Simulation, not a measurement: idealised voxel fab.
Module name: voxel capacitor over wiring (process module)
Section shown: cut. Width: 270 nm. Cell size: 5 nm, square.
Cross-section spec: square-cell grid; bands listed top down; each band is one or more rows. The band entry comprises the height of the band's top followed by the height of its bottom, expressed in nm, and subsequently the band's materials from left to right, each stated together with its width in nm. Where a single material is marked with the word "throughout", that material fills the band from edge to edge. The word "blank" represents empty space. Height 0 is the level under which the wafer as received is all one material. The lowest band goes on downwards, as in "0 and below". Graded width ("30 to 40"): value in top row of band = first number; value in bottom row = second number; row-to-row change constant. Given "nothing got changed" for a step, no cell of the cross-section differs between before and after that step. "Sealed void list" - sealed voids, min. 8 cells, no opening to top; format: width x height at distance (distance from left edge; nm throughout). Post-settings text on a step line: simulator's own remark regarding the step. "overlay nm" denotes, for a step that has a mask, the displacement of the mask to the right of its planned place, with negative values corresponding to the left.

Planned process steps
1,RECEIVE,material Si
2,CONFORMAL_DEP,material SiO2,thk nm 15
3,CONFORMAL_DEP,material SiN,thk nm 5
4,DIRECTIONAL_DEP,material SiO2,thk nm 20
5,DIRECTIONAL_DEP,material aC,thk nm 15
6,PATTERN,tone open,mask id METAL_1,material resist,width nm 30,pitch nm 80,thk nm 35,overlay nm 0
7,DIRECTIONAL_ETCH,etch materials aC,depth nm 15
8,STRIP,etch materials resist
9,DIRECTIONAL_ETCH,etch materials SiO2,depth nm 20
10,DIRECTIONAL_ETCH,etch materials SiN,depth nm 5
11,STRIP,etch materials aC
12,CONFORMAL_DEP,material TiN,thk nm 5
13,FILL_DEP,material Cu,thk nm 5
14,CMP,height nm 40
15,CONFORMAL_DEP,material SiCN,thk nm 5
16,DIRECTIONAL_DEP,material lowk,thk nm 20
17,MASKED_ETCH,tone open,mask id PLUG_1,width nm 15,etch materials lowk,depth nm 20,overlay nm 0
18,MASKED_ETCH,tone open,mask id PLUG_1,width nm 15,etch materials SiCN,depth nm 5,overlay nm 0
19,CONFORMAL_DEP,material TiN,thk nm 5
20,FILL_DEP,material Cu,thk nm 5
21,CMP,height nm 65
22,DIRECTIONAL_DEP,material TiN,thk nm 10
23,DIRECTIONAL_DEP,material HfO2,thk nm 5
24,DIRECTIONAL_DEP,material TiN,thk nm 5
25,PATTERN,tone cover,mask id UPPER_PLATE,material resist,width nm 55,thk nm 15,overlay nm 0
26,DIRECTIONAL_ETCH,etch materials TiN,depth nm 5
27,DIRECTIONAL_ETCH,etch materials HfO2,depth nm 5
28,STRIP,etch materials resist
29,DIRECTIONAL_DEP,material aC,thk nm 10
30,PATTERN,tone cover,mask id LOWER_PLATE,material resist,width nm 65,thk nm 25,overlay nm 0
31,DIRECTIONAL_ETCH,etch materials aC,depth nm 10
32,STRIP,etch materials resist
33,DIRECTIONAL_ETCH,etch materials TiN,depth nm 10
34,STRIP,etch materials aC
35,FILL_DEP,material SiO2,thk nm 15
36,CMP,height nm 95
37,DIRECTIONAL_DEP,material aC,thk nm 10
38,PATTERN,tone open,mask id PLUG_2,material resist,width nm 15,thk nm 30,overlay nm 0
39,DIRECTIONAL_ETCH,etch materials aC,depth nm 10
40,STRIP,etch materials resist
41,DIRECTIONAL_ETCH,etch materials SiO2,depth nm 10
42,STRIP,etch materials aC
43,CONFORMAL_DEP,material TiN,thk nm 5
44,FILL_DEP,material Ru,thk nm 5
45,CMP,height nm 95
46,CONFORMAL_DEP,material SiN,thk nm 5

Cross-sectional view of the wafer in its as-received condition, corresponding to the state after step 1
  0 and below  Si throughout
  Sealed void list: none

Result of the module, cross-sectioned: start per above, plan per above, one error in how it was run
  100 down to 95  SiN throughout
  95 down to 90  105 of SiO2; 5 of TiN; 5 of Ru; 5 of TiN; 150 of SiO2
  90 down to 80  105 to 95 of SiO2; 15 to 55 of TiN; 150 to 120 of SiO2
  80 down to 70  90 of SiO2; 65 of TiN; 115 of SiO2
  70 down to 65  HfO2 throughout
  65 down to 45  95 of lowk; 5 of TiN; 5 of Cu; 5 of TiN; 160 of lowk
  45 down to 40  95 of SiCN; 15 of TiN; 160 of SiCN
  40 down to 20  80 of SiO2; 5 of TiN; 20 of Cu; 5 of TiN; 50 of SiO2; 5 of TiN; 20 of Cu; 5 of TiN; 80 of SiO2
  20 down to 15  80 of SiN; 30 of TiN; 50 of SiN; 30 of TiN; 80 of SiN
  15 down to 0  SiO2 throughout
  0 and below  Si throughout
  Sealed void list: none
Processing error: so 22 and 23 got swapped relative to the plan, each ran where the other was supposed to
